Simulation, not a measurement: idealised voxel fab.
Name of the process module below: voxel wiring stack
It is cross-section cut that appears here, measuring 225 nm in width, its square cells being 5 nm in size.
For the purposes of this document, a cross-section shall be understood as a grid of square cells, specified as bands listed in top-to-bottom order, each band consisting of one or more rows of cells. Band: top height; bottom height; in nm. Then, left to right: material with width in nm, for each material. "everywhere": a single material spanning edge to edge. "empty": empty space. Heights from 0 (as-received wafer is one material below). Bottom band endless downward, as "0 nm and below". It should be noted that a width expressed as "30..40" varies in equal increments from row to row of cells within the band, taking the value of the first number at the top row and that of the second number at the bottom row. Any step labelled "nothing got changed" changed none of the cells in the cross-section. The list in "Catalogued sealed voids" covers empty spaces of 8 cells or more that cannot reach the top through any open way, and it gives each as width x height at distance; the distance is from the left edge, and width, height and distance are in nm. Read whatever lies past the settings on a step's line as the simulator's own remark about the step. overlay nm: for a step with a mask, the amount by which the mask lay right of where it was planned; a negative amount means left of it.
**Here's what the planned process steps look like**
1) RECEIVE with material Si
2) CONFORMAL_DEP with material SiO2, thk nm 15
3) CONFORMAL_DEP with material SiN, thk nm 5
4) DIRECTIONAL_DEP with material lowk, thk nm 20
5) MASKED_ETCH with tone open, mask id METAL_1, width nm 25, pitch nm 55, etch materials lowk, depth nm 20, overlay nm 0
6) MASKED_ETCH with tone open, mask id METAL_1, width nm 25, pitch nm 55, etch materials SiN, depth nm 5, overlay nm 0
7) CONFORMAL_DEP with material TiN, thk nm 5
8) FILL_DEP with material Cu, thk nm 5
9) CMP with height nm 40
10) EPI with material Ru, thk nm 5
11) FILL_DEP with material SiCN, thk nm 5
12) DIRECTIONAL_DEP with material SiO2, thk nm 20
13) MASKED_ETCH with tone open, mask id PLUG_1, width nm 15, etch materials SiO2, depth nm 20, overlay nm 0
14) MASKED_ETCH with tone open, mask id PLUG_1, width nm 15, etch materials SiCN, depth nm 5, overlay nm 0
15) CONFORMAL_DEP with material TiN, thk nm 5
16) FILL_DEP with material Cu, thk nm 5
17) CMP with height nm 70
18) DIRECTIONAL_DEP with material TiN, thk nm 5
19) DIRECTIONAL_DEP with material W, thk nm 25
20) DIRECTIONAL_DEP with material aC, thk nm 10
21) PATTERN with tone cover, mask id METAL_2, material resist, width nm 25, pitch nm 55, thk nm 30, overlay nm 0
22) DIRECTIONAL_ETCH with etch materials aC, depth nm 10
23) STRIP with etch materials resist
24) DIRECTIONAL_ETCH with etch materials W, depth nm 25
25) DIRECTIONAL_ETCH with etch materials TiN, depth nm 5
26) STRIP with etch materials aC
27) FILL_DEP with material lowk, thk nm 5
28) CMP with height nm 100
29) CONFORMAL_DEP with material SiCN, thk nm 5
30) DIRECTIONAL_DEP with material lowk, thk nm 30
31) PATTERN with tone open, mask id METAL_3, material resist, width nm 25, pitch nm 55, thk nm 20, overlay nm 0
32) DIRECTIONAL_ETCH with etch materials lowk, depth nm 15
33) STRIP with etch materials resist
34) MASKED_ETCH with tone open, mask id METAL_3_HOLES, width nm 15, etch materials lowk, depth nm 15, overlay nm 0
35) MASKED_ETCH with tone open, mask id METAL_3_HOLES, width nm 15, etch materials SiCN, depth nm 5, overlay nm 0
36) CONFORMAL_DEP with material TiN, thk nm 5
37) FILL_DEP with material Cu, thk nm 5
38) CMP with height nm 135
39) CONFORMAL_DEP with material SiCN, thk nm 5
40) DIRECTIONAL_DEP with material lowk, thk nm 15
41) MASKED_ETCH with tone open, mask id PLUG_3, width nm 15, pitch nm 55, etch materials lowk, depth nm 15, overlay nm 0
42) MASKED_ETCH with tone open, mask id PLUG_3, width nm 15, pitch nm 55, etch materials SiCN, depth nm 5, overlay nm 0
43) EPI with material Ru, thk nm 10
44) EPI with material Ru, thk nm 10
45) CONFORMAL_DEP with material SiN, thk nm 5
46) DIRECTIONAL_DEP with material SiO2, thk nm 15
47) MASKED_ETCH with tone open, mask id METAL_4, width nm 25, pitch nm 55, etch materials SiO2, depth nm 15, overlay nm 0
48) MASKED_ETCH with tone open, mask id METAL_4, width nm 25, pitch nm 55, etch materials SiN, depth nm 5, overlay nm 0
49) CONFORMAL_DEP with material TiN, thk nm 5
50) FILL_DEP with material Ru, thk nm 5
51) CMP with height nm 175
52) CONFORMAL_DEP with material SiN, thk nm 5
**First of two wafers, with the run carried out as planned**
**Cross-sectional view of the wafer in its as-received condition, corresponding to the state after step 1**
  0 nm and below: Si everywhere
  Catalogued sealed voids: none
**So this is the wafer cross-section right after step 2**
  15 nm to 0 nm: SiO2 everywhere
  Nothing below the height 0 has changed.
**So this is the wafer cross-section right after step 3**
  20 nm to 15 nm: SiN everywhere
  Nothing below the height 15 has changed.
**So this is the wafer cross-section right after step 4**
  40 nm to 20 nm: lowk everywhere
  Nothing below the height 20 has changed.
**So this is the wafer cross-section right after step 5**
  40 nm to 20 nm: lowk 70, empty 25, lowk 30, empty 25, lowk 75
  Nothing below the height 20 has changed.
**So this is the wafer cross-section right after step 6**
  40 nm to 20 nm: lowk 70, empty 25, lowk 30, empty 25, lowk 75
  20 nm to 15 nm: SiN 70, empty 25, SiN 30, empty 25, SiN 75
  Nothing below the height 15 has changed.
**So this is the wafer cross-section right after step 7**
  45 nm to 40 nm: TiN 75, empty 15, TiN 40, empty 15, TiN 80
  40 nm to 20 nm: lowk 70, TiN 5, empty 15, TiN 5, lowk 30, TiN 5, empty 15, TiN 5, lowk 75
  20 nm to 15 nm: SiN 70, TiN 25, SiN 30, TiN 25, SiN 75
  Nothing below the height 15 has changed.
**So this is the wafer cross-section right after step 8**
  50 nm to 45 nm: Cu everywhere
  45 nm to 40 nm: TiN 75, Cu 15, TiN 40, Cu 15, TiN 80
  40 nm to 20 nm: lowk 70, TiN 5, Cu 15, TiN 5, lowk 30, TiN 5, Cu 15, TiN 5, lowk 75
  Nothing below the height 20 has changed.
**So this is the wafer cross-section right after step 9**
  40 nm to 20 nm: lowk 70, TiN 5, Cu 15, TiN 5, lowk 30, TiN 5, Cu 15, TiN 5, lowk 75
  Nothing below the height 20 has changed.
**So this is the wafer cross-section right after step 10**
  45 nm to 40 nm: empty 65, Ru 35, empty 20, Ru 35, empty 70
  Nothing below the height 40 has changed.
**So this is the wafer cross-section right after step 11**
  50 nm to 45 nm: SiCN everywhere
  45 nm to 40 nm: SiCN 65, Ru 35, SiCN 20, Ru 35, SiCN 70
  Nothing below the height 40 has changed.
**So this is the wafer cross-section right after step 12**
  70 nm to 50 nm: SiO2 everywhere
  Nothing below the height 50 has changed.
**So this is the wafer cross-section right after step 13**
  70 nm to 50 nm: SiO2 70, empty 15, SiO2 140
  Nothing below the height 50 has changed.
**So this is the wafer cross-section right after step 14**
  70 nm to 50 nm: SiO2 70, empty 15, SiO2 140
  50 nm to 45 nm: SiCN 70, empty 15, SiCN 140
  Nothing below the height 45 has changed.
**So this is the wafer cross-section right after step 15**
  75 nm to 70 nm: TiN 75, empty 5, TiN 145
  70 nm to 50 nm: SiO2 70, TiN 5, empty 5, TiN 5, SiO2 140
  50 nm to 45 nm: SiCN 70, TiN 15, SiCN 140
  Nothing below the height 45 has changed.
**So this is the wafer cross-section right after step 16**
  80 nm to 75 nm: Cu everywhere
  75 nm to 70 nm: TiN 75, Cu 5, TiN 145
  70 nm to 50 nm: SiO2 70, TiN 5, Cu 5, TiN 5, SiO2 140
  Nothing below the height 50 has changed.
**So this is the wafer cross-section right after step 17**
  70 nm to 50 nm: SiO2 70, TiN 5, Cu 5, TiN 5, SiO2 140
  Nothing below the height 50 has changed.
**So this is the wafer cross-section right after step 18**
  75 nm to 70 nm: TiN everywhere
  Nothing below the height 70 has changed.
**So this is the wafer cross-section right after step 19**
  100 nm to 75 nm: W everywhere
  Nothing below the height 75 has changed.
**So this is the wafer cross-section right after step 20**
  110 nm to 100 nm: aC everywhere
  Nothing below the height 100 has changed.
**So this is the wafer cross-section right after step 21**
  140 nm to 110 nm: empty 70, resist 25, empty 30, resist 25, empty 75
  Nothing below the height 110 has changed.
**So this is the wafer cross-section right after step 22**
  130 nm to 110 nm: empty 70, resist 25, empty 30, resist 25, empty 75
  110 nm to 100 nm: empty 70, aC 25, empty 30, aC 25, empty 75
  Nothing below the height 100 has changed.
**So this is the wafer cross-section right after step 23**
  110 nm to 100 nm: empty 70, aC 25, empty 30, aC 25, empty 75
  Nothing below the height 100 has changed.
**So this is the wafer cross-section right after step 24**
  110 nm to 100 nm: empty 70, aC 25, empty 30, aC 25, empty 75
  100 nm to 75 nm: empty 70, W 25, empty 30, W 25, empty 75
  Nothing below the height 75 has changed.
**So this is the wafer cross-section right after step 25**
  110 nm to 100 nm: empty 70, aC 25, empty 30, aC 25, empty 75
  100 nm to 75 nm: empty 70, W 25, empty 30, W 25, empty 75
  75 nm to 70 nm: empty 70, TiN 25, empty 30, TiN 25, empty 75
  Nothing below the height 70 has changed.
**So this is the wafer cross-section right after step 26**
  100 nm to 75 nm: empty 70, W 25, empty 30, W 25, empty 75
  Nothing below the height 75 has changed.
**So this is the wafer cross-section right after step 27**
  105 nm to 100 nm: lowk everywhere
  100 nm to 75 nm: lowk 70, W 25, lowk 30, W 25, lowk 75
  75 nm to 70 nm: lowk 70, TiN 25, lowk 30, TiN 25, lowk 75
  Nothing below the height 70 has changed.
**So this is the wafer cross-section right after step 28**
  100 nm to 75 nm: lowk 70, W 25, lowk 30, W 25, lowk 75
  Nothing below the height 75 has changed.
**So this is the wafer cross-section right after step 29**
  105 nm to 100 nm: SiCN everywhere
  Nothing below the height 100 has changed.
**So this is the wafer cross-section right after step 30**
  135 nm to 105 nm: lowk everywhere
  Nothing below the height 105 has changed.
**So this is the wafer cross-section right after step 31**
  155 nm to 135 nm: resist 70, empty 25, resist 30, empty 25, resist 75
  Nothing below the height 135 has changed.
**So this is the wafer cross-section right after step 32**
  155 nm to 135 nm: resist 70, empty 25, resist 30, empty 25, resist 75
  135 nm to 120 nm: lowk 70, empty 25, lowk 30, empty 25, lowk 75
  Nothing below the height 120 has changed.
**So this is the wafer cross-section right after step 33**
  135 nm to 120 nm: lowk 70, empty 25, lowk 30, empty 25, lowk 75
  Nothing below the height 120 has changed.
**So this is the wafer cross-section right after step 34**
  135 nm to 120 nm: lowk 70, empty 25, lowk 30, empty 25, lowk 75
  120 nm to 105 nm: lowk 70, empty 15, lowk 140
  Nothing below the height 105 has changed.
**So this is the wafer cross-section right after step 35**
  135 nm to 120 nm: lowk 70, empty 25, lowk 30, empty 25, lowk 75
  120 nm to 105 nm: lowk 70, empty 15, lowk 140
  105 nm to 100 nm: SiCN 70, empty 15, SiCN 140
  Nothing below the height 100 has changed.
**So this is the wafer cross-section right after step 36**
  140 nm to 135 nm: TiN 75, empty 15, TiN 40, empty 15, TiN 80
  135 nm to 125 nm: lowk 70, TiN 5, empty 15, TiN 5, lowk 30, TiN 5, empty 15, TiN 5, lowk 75
  125 nm to 120 nm: lowk 70, TiN 5, empty 5, TiN 15, lowk 30, TiN 25, lowk 75
  120 nm to 105 nm: lowk 70, TiN 5, empty 5, TiN 5, lowk 140
  105 nm to 100 nm: SiCN 70, TiN 15, SiCN 140
  Nothing below the height 100 has changed.
**So this is the wafer cross-section right after step 37**
  145 nm to 140 nm: Cu everywhere
  140 nm to 135 nm: TiN 75, Cu 15, TiN 40, Cu 15, TiN 80
  135 nm to 125 nm: lowk 70, TiN 5, Cu 15, TiN 5, lowk 30, TiN 5, Cu 15, TiN 5, lowk 75
  125 nm to 120 nm: lowk 70, TiN 5, Cu 5, TiN 15, lowk 30, TiN 25, lowk 75
  120 nm to 105 nm: lowk 70, TiN 5, Cu 5, TiN 5, lowk 140
  Nothing below the height 105 has changed.
**So this is the wafer cross-section right after step 38**
  135 nm to 125 nm: lowk 70, TiN 5, Cu 15, TiN 5, lowk 30, TiN 5, Cu 15, TiN 5, lowk 75
  Nothing below the height 125 has changed.
**So this is the wafer cross-section right after step 39**
  140 nm to 135 nm: SiCN everywhere
  Nothing below the height 135 has changed.
**So this is the wafer cross-section right after step 40**
  155 nm to 140 nm: lowk everywhere
  Nothing below the height 140 has changed.
**So this is the wafer cross-section right after step 41**
  155 nm to 140 nm: lowk 70, empty 15, lowk 40, empty 15, lowk 85
  Nothing below the height 140 has changed.
**So this is the wafer cross-section right after step 42**
  155 nm to 140 nm: lowk 70, empty 15, lowk 40, empty 15, lowk 85
  140 nm to 135 nm: SiCN 70, empty 15, SiCN 40, empty 15, SiCN 85
  Nothing below the height 135 has changed.
**So this is the wafer cross-section right after step 43**
  155 nm to 145 nm: lowk 70, empty 15, lowk 40, empty 15, lowk 85
  145 nm to 140 nm: lowk 70, Ru 15, lowk 40, Ru 15, lowk 85
  140 nm to 135 nm: SiCN 70, Ru 15, SiCN 40, Ru 15, SiCN 85
  Nothing below the height 135 has changed.
**So this is the wafer cross-section right after step 44**
  155 nm to 140 nm: lowk 70, Ru 15, lowk 40, Ru 15, lowk 85
  Nothing below the height 140 has changed.
**So this is the wafer cross-section right after step 45**
  160 nm to 155 nm: SiN everywhere
  Nothing below the height 155 has changed.
**So this is the wafer cross-section right after step 46**
  175 nm to 160 nm: SiO2 everywhere
  Nothing below the height 160 has changed.
**So this is the wafer cross-section right after step 47**
  175 nm to 160 nm: SiO2 70, empty 25, SiO2 30, empty 25, SiO2 75
  Nothing below the height 160 has changed.
**So this is the wafer cross-section right after step 48**
  175 nm to 160 nm: SiO2 70, empty 25, SiO2 30, empty 25, SiO2 75
  160 nm to 155 nm: SiN 70, empty 25, SiN 30, empty 25, SiN 75
  Nothing below the height 155 has changed.
**So this is the wafer cross-section right after step 49**
  180 nm to 175 nm: TiN 75, empty 15, TiN 40, empty 15, TiN 80
  175 nm to 160 nm: SiO2 70, TiN 5, empty 15, TiN 5, SiO2 30, TiN 5, empty 15, TiN 5, SiO2 75
  160 nm to 155 nm: SiN 70, TiN 25, SiN 30, TiN 25, SiN 75
  Nothing below the height 155 has changed.
**So this is the wafer cross-section right after step 50**
  185 nm to 180 nm: Ru everywhere
  180 nm to 175 nm: TiN 75, Ru 15, TiN 40, Ru 15, TiN 80
  175 nm to 160 nm: SiO2 70, TiN 5, Ru 15, TiN 5, SiO2 30, TiN 5, Ru 15, TiN 5, SiO2 75
  Nothing below the height 160 has changed.
**So this is the wafer cross-section right after step 51**
  175 nm to 160 nm: SiO2 70, TiN 5, Ru 15, TiN 5, SiO2 30, TiN 5, Ru 15, TiN 5, SiO2 75
  Nothing below the height 160 has changed.
**So this is the wafer cross-section right after step 52**
  180 nm to 175 nm: SiN everywhere
  Nothing below the height 175 has changed.
**The second wafer began exactly as the first did and followed the same plan, but one mistake was made while running it; through step 28 inclusive, the two wafers are identical**
**Second wafer, section view, time point: scheduled end of step 29**
  130 nm to 100 nm: lowk everywhere
  Nothing below the height 100 has changed.
**Second wafer, section view, time point: scheduled end of step 30**
  135 nm to 130 nm: SiCN everywhere
  Nothing below the height 130 has changed.
**Second wafer, section view, time point: scheduled end of step 31**
  155 nm to 135 nm: resist 70, empty 25, resist 30, empty 25, resist 75
  Nothing below the height 135 has changed.
Second wafer, section view, time point: scheduled end of step 32: nothing got changed
**Second wafer, section view, time point: scheduled end of step 33**
  135 nm to 130 nm: SiCN everywhere
  Nothing below the height 130 has changed.
Second wafer, section view, time point: scheduled end of step 34: nothing got changed
**Second wafer, section view, time point: scheduled end of step 35**
  135 nm to 130 nm: SiCN 70, empty 15, SiCN 140
  Nothing below the height 130 has changed.
**Second wafer, section view, time point: scheduled end of step 36**
  140 nm to 135 nm: TiN 75, empty 5, TiN 145
  135 nm to 130 nm: SiCN 70, TiN 15, SiCN 140
  Nothing below the height 130 has changed.
**Second wafer, section view, time point: scheduled end of step 37**
  145 nm to 140 nm: Cu everywhere
  140 nm to 135 nm: TiN 75, Cu 5, TiN 145
  Nothing below the height 135 has changed.
**Second wafer, section view, time point: scheduled end of step 38**
  135 nm to 130 nm: SiCN 70, TiN 15, SiCN 140
  Nothing below the height 130 has changed.
**Second wafer, section view, time point: scheduled end of step 39**
  140 nm to 135 nm: SiCN everywhere
  Nothing below the height 135 has changed.
**Second wafer, section view, time point: scheduled end of step 40**
  155 nm to 140 nm: lowk everywhere
  Nothing below the height 140 has changed.
**Second wafer, section view, time point: scheduled end of step 41**
  155 nm to 140 nm: lowk 70, empty 15, lowk 40, empty 15, lowk 85
  Nothing below the height 140 has changed.
**Second wafer, section view, time point: scheduled end of step 42**
  155 nm to 140 nm: lowk 70, empty 15, lowk 40, empty 15, lowk 85
  140 nm to 135 nm: SiCN 70, empty 15, SiCN 40, empty 15, SiCN 85
  Nothing below the height 135 has changed.
**Second wafer, section view, time point: scheduled end of step 43**
  155 nm to 145 nm: lowk 70, empty 15, lowk 40, empty 15, lowk 85
  145 nm to 140 nm: lowk 70, Ru 15, lowk 40, empty 15, lowk 85
  140 nm to 135 nm: SiCN 70, Ru 15, SiCN 40, empty 15, SiCN 85
  Nothing below the height 135 has changed.
**Second wafer, section view, time point: scheduled end of step 44**
  155 nm to 140 nm: lowk 70, Ru 15, lowk 40, empty 15, lowk 85
  Nothing below the height 140 has changed.
**Second wafer, section view, time point: scheduled end of step 45**
  160 nm to 155 nm: SiN 130, empty 5, SiN 90
  155 nm to 140 nm: lowk 70, Ru 15, lowk 40, SiN 5, empty 5, SiN 5, lowk 85
  140 nm to 135 nm: SiCN 70, Ru 15, SiCN 40, SiN 15, SiCN 85
  Nothing below the height 135 has changed.
**Second wafer, section view, time point: scheduled end of step 46**
  175 nm to 160 nm: SiO2 130, empty 5, SiO2 90
  160 nm to 155 nm: SiN 130, empty 5, SiN 90
  155 nm to 140 nm: lowk 70, Ru 15, lowk 40, SiN 5, SiO2 5, SiN 5, lowk 85
  Nothing below the height 140 has changed.
**Second wafer, section view, time point: scheduled end of step 47**
  175 nm to 160 nm: SiO2 70, empty 25, SiO2 30, empty 25, SiO2 75
  160 nm to 155 nm: SiN 130, empty 5, SiN 90
  155 nm to 140 nm: lowk 70, Ru 15, lowk 40, SiN 5, empty 5, SiN 5, lowk 85
  Nothing below the height 140 has changed.
**Second wafer, section view, time point: scheduled end of step 48**
  175 nm to 160 nm: SiO2 70, empty 25, SiO2 30, empty 25, SiO2 75
  160 nm to 155 nm: SiN 70, empty 25, SiN 30, empty 25, SiN 75
  155 nm to 140 nm: lowk 70, Ru 15, lowk 40, SiN 5, empty 5, SiN 5, lowk 85
  140 nm to 135 nm: SiCN 70, Ru 15, SiCN 40, SiN 5, empty 5, SiN 5, SiCN 85
  Nothing below the height 135 has changed.
**Second wafer, section view, time point: scheduled end of step 49**
  180 nm to 175 nm: TiN 75, empty 15, TiN 40, empty 15, TiN 80
  175 nm to 160 nm: SiO2 70, TiN 5, empty 15, TiN 5, SiO2 30, TiN 5, empty 15, TiN 5, SiO2 75
  160 nm to 155 nm: SiN 70, TiN 25, SiN 30, TiN 25, SiN 75
  155 nm to 140 nm: lowk 70, Ru 15, lowk 40, SiN 5, TiN 5, SiN 5, lowk 85
  140 nm to 135 nm: SiCN 70, Ru 15, SiCN 40, SiN 5, TiN 5, SiN 5, SiCN 85
  Nothing below the height 135 has changed.
**Second wafer, section view, time point: scheduled end of step 50**
  185 nm to 180 nm: Ru everywhere
  180 nm to 175 nm: TiN 75, Ru 15, TiN 40, Ru 15, TiN 80
  175 nm to 160 nm: SiO2 70, TiN 5, Ru 15, TiN 5, SiO2 30, TiN 5, Ru 15, TiN 5, SiO2 75
  Nothing below the height 160 has changed.
**Second wafer, section view, time point: scheduled end of step 51**
  175 nm to 160 nm: SiO2 70, TiN 5, Ru 15, TiN 5, SiO2 30, TiN 5, Ru 15, TiN 5, SiO2 75
  Nothing below the height 160 has changed.
**Second wafer, section view, time point: scheduled end of step 52**
  180 nm to 175 nm: SiN everywhere
  Nothing below the height 175 has changed.
Plan not followed: step 29 ran in the slot meant for step 30, and vice versa
End check, counted in cells, second wafer has more or fewer of these materials than the first: Cu -16 | Ru -12 | SiN +8 | TiN -19 | lowk +39
